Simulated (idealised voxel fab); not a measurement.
Process module in this document: voxel transistor to metal
Pictured: cross-section cut, 185 nm wide, on a grid of 5 nm square cells.
Cross-section = grid of square cells, listed top down in bands; band = one or more rows.
Top, bottom (nm), then materials left to right with widths (nm); lone material tagged "full width" fills the whole band edge to edge; "air" = empty space.
We count height from 0. Below that, the starting wafer is all one material. The lowest band never ends at the bottom but goes on down; see "0 -> down" for how that is written.
You'd read "30 to 40" like this: the band's top row of cells is as wide as the first number, its bottom row is as wide as the second, and going down, every row changes width by the same amount as the row before did.
Take "identical to before" at face value: in the step it is given for, the cross-section changed in none of its cells.
Basically, "Fully closed voids" tells you about the enclosed voids: empty spaces with no open way to the top, 8 cells or bigger, each written width x height at distance, where distance is from the left edge, all in nm.
Note: text after step settings on the step line = simulator remark on that step.
overlay nm: where the mask lay relative to plan, measured to the right, on steps with a mask; negatives go left.
The process steps that were planned are listed below:
step 1: RECEIVE,material Si
step 2: CONFORMAL_DEP,material SiO2,thk nm 5
step 3: CONFORMAL_DEP,material SiN,thk nm 10
step 4: DIRECTIONAL_DEP,material aC,thk nm 10
step 5: PATTERN,tone cover,mask id ACTIVE,material resist,width nm 100,thk nm 25,overlay nm 0
step 6: DIRECTIONAL_ETCH,etch materials aC,depth nm 10
step 7: STRIP,etch materials resist
step 8: DIRECTIONAL_ETCH,etch materials SiN,depth nm 10
step 9: DIRECTIONAL_ETCH,etch materials SiO2,depth nm 5
step 10: DIRECTIONAL_ETCH,etch materials Si,depth nm 25
step 11: STRIP,etch materials aC
step 12: OXIDIZE,depth nm 5
step 13: FILL_DEP,material SiO2,thk nm 5
step 14: CMP,height nm 15
step 15: SELECTIVE_ETCH,etch materials SiO2,depth nm 5
step 16: STRIP,etch materials SiN
step 17: SELECTIVE_ETCH,etch materials SiO2,depth nm 5
step 18: OXIDIZE,depth nm 5
step 19: DIRECTIONAL_DEP,material polySi,thk nm 30
step 20: DIRECTIONAL_DEP,material SiCN,thk nm 15
step 21: DIRECTIONAL_DEP,material aC,thk nm 15
step 22: PATTERN,tone cover,mask id GATE,material resist,width nm 30,thk nm 35,overlay nm 0
step 23: DIRECTIONAL_ETCH,etch materials aC,depth nm 15
step 24: STRIP,etch materials resist
step 25: DIRECTIONAL_ETCH,etch materials SiCN,depth nm 25
step 26: DIRECTIONAL_ETCH,etch materials polySi,depth nm 40
step 27: STRIP,etch materials aC
step 28: CONFORMAL_DEP,material SiN,thk nm 5
step 29: DIRECTIONAL_ETCH,etch materials SiN,depth nm 5
step 30: DIRECTIONAL_ETCH,etch materials SiO2,depth nm 5
step 31: DIRECTIONAL_ETCH,etch materials Si,depth nm 10
step 32: EPI,material SiGe,thk nm 10
step 33: FILL_DEP,material SiO2,thk nm 5
step 34: CMP,height nm 30
step 35: STRIP,etch materials polySi
step 36: SELECTIVE_ETCH,etch materials SiO2,depth nm 5
step 37: CONFORMAL_DEP,material HfO2,thk nm 5
step 38: CONFORMAL_DEP,material TiN,thk nm 5
step 39: FILL_DEP,material W,thk nm 5
step 40: CMP,height nm 25
step 41: DIRECTIONAL_DEP,material SiO2,thk nm 15
step 42: PATTERN,tone open,mask id CONTACT,material resist,width nm 15,pitch nm 75,thk nm 20,overlay nm 0
step 43: DIRECTIONAL_ETCH,etch materials SiO2,depth nm 45
step 44: STRIP,etch materials resist
step 45: CONFORMAL_DEP,material TiN,thk nm 5
step 46: FILL_DEP,material W,thk nm 10
step 47: CMP,height nm 40
step 48: CONFORMAL_DEP,material SiCN,thk nm 5
step 49: DIRECTIONAL_DEP,material lowk,thk nm 15
step 50: MASKED_ETCH,tone open,mask id METAL_1,width nm 15,pitch nm 75,etch materials lowk,depth nm 15,overlay nm 0
step 51: MASKED_ETCH,tone open,mask id METAL_1,width nm 15,pitch nm 75,etch materials SiCN,depth nm 5,overlay nm 0
step 52: CONFORMAL_DEP,material TiN,thk nm 5
step 53: FILL_DEP,material Cu,thk nm 5
step 54: CMP,height nm 60
step 55: CONFORMAL_DEP,material SiCN,thk nm 5
step 56: DIRECTIONAL_DEP,material lowk,thk nm 35
step 57: DIRECTIONAL_DEP,material aC,thk nm 10
step 58: PATTERN,tone open,mask id METAL_2,material resist,width nm 15,pitch nm 75,thk nm 25,overlay nm 0
step 59: DIRECTIONAL_ETCH,etch materials aC,depth nm 10
step 60: STRIP,etch materials resist
step 61: DIRECTIONAL_ETCH,etch materials lowk,depth nm 20
step 62: STRIP,etch materials aC
step 63: DIRECTIONAL_DEP,material aC,thk nm 15
step 64: PATTERN,tone open,mask id METAL_2_HOLES,material resist,width nm 15,pitch nm 75,thk nm 30,overlay nm 0
step 65: DIRECTIONAL_ETCH,etch materials aC,depth nm 15
step 66: STRIP,etch materials resist
step 67: DIRECTIONAL_ETCH,etch materials lowk,depth nm 15
step 68: DIRECTIONAL_ETCH,etch materials SiCN,depth nm 5
step 69: STRIP,etch materials aC
step 70: CONFORMAL_DEP,material TiN,thk nm 5
step 71: FILL_DEP,material Cu,thk nm 10
step 72: CMP,height nm 100
step 73: CONFORMAL_DEP,material SiCN,thk nm 5
Cross-section of the wafer at receipt, which is the condition after step 1:
> 0 -> down = Si full width
> Fully closed voids: none
Figure: cross-sectional view of the wafer upon completion of the module, processed from the initial state and according to the plan depicted above, with one error introduced during execution:
> 105 -> 100 = SiCN full width
> 100 -> 65 = 45 lowk  5 TiN  5 polySi  5 TiN  60 lowk  5 TiN  5 polySi  5 TiN  50 lowk
> 65 -> 60 = 45 SiCN  15 TiN  60 SiCN  15 TiN  50 SiCN
> 60 -> 45 = 45 lowk  5 TiN  5 Cu  5 TiN  60 lowk  5 TiN  5 Cu  5 TiN  50 lowk
> 45 -> 40 = 45 SiCN  15 TiN  60 SiCN  15 TiN  50 SiCN
> 40 -> 25 = 45 SiO2  5 TiN  5 W  5 TiN  60 SiO2  5 TiN  5 W  5 TiN  50 SiO2
> 25 -> 5 = 45 SiO2  5 TiN  5 W  5 TiN  10 SiO2  5 SiN  5 HfO2  5 TiN  10 W  5 TiN  5 HfO2  5 SiN  10 SiO2  5 TiN  5 W  5 TiN  50 SiO2
> 5 -> 0 = 35 SiO2  5 SiN  5 SiO2  5 TiN  5 W  5 TiN  10 SiGe  5 SiN  5 HfO2  20 TiN  5 HfO2  5 SiN  10 SiGe  5 TiN  5 W  5 TiN  5 SiO2  5 SiN  40 SiO2
> 0 -> -5 = 45 SiO2  15 TiN  10 SiGe  40 HfO2  10 SiGe  15 TiN  50 SiO2
> -5 -> -15 = 45 SiO2  25 SiGe  40 Si  25 SiGe  50 SiO2
> -15 -> -30 = 45 SiO2  90 Si  50 SiO2
> -30 -> down = Si full width
> Fully closed voids: none
Short version of what went wrong: so step 71 ended up running with a different setting than we planned, it ran as FILL_DEP,material polySi,thk nm 10
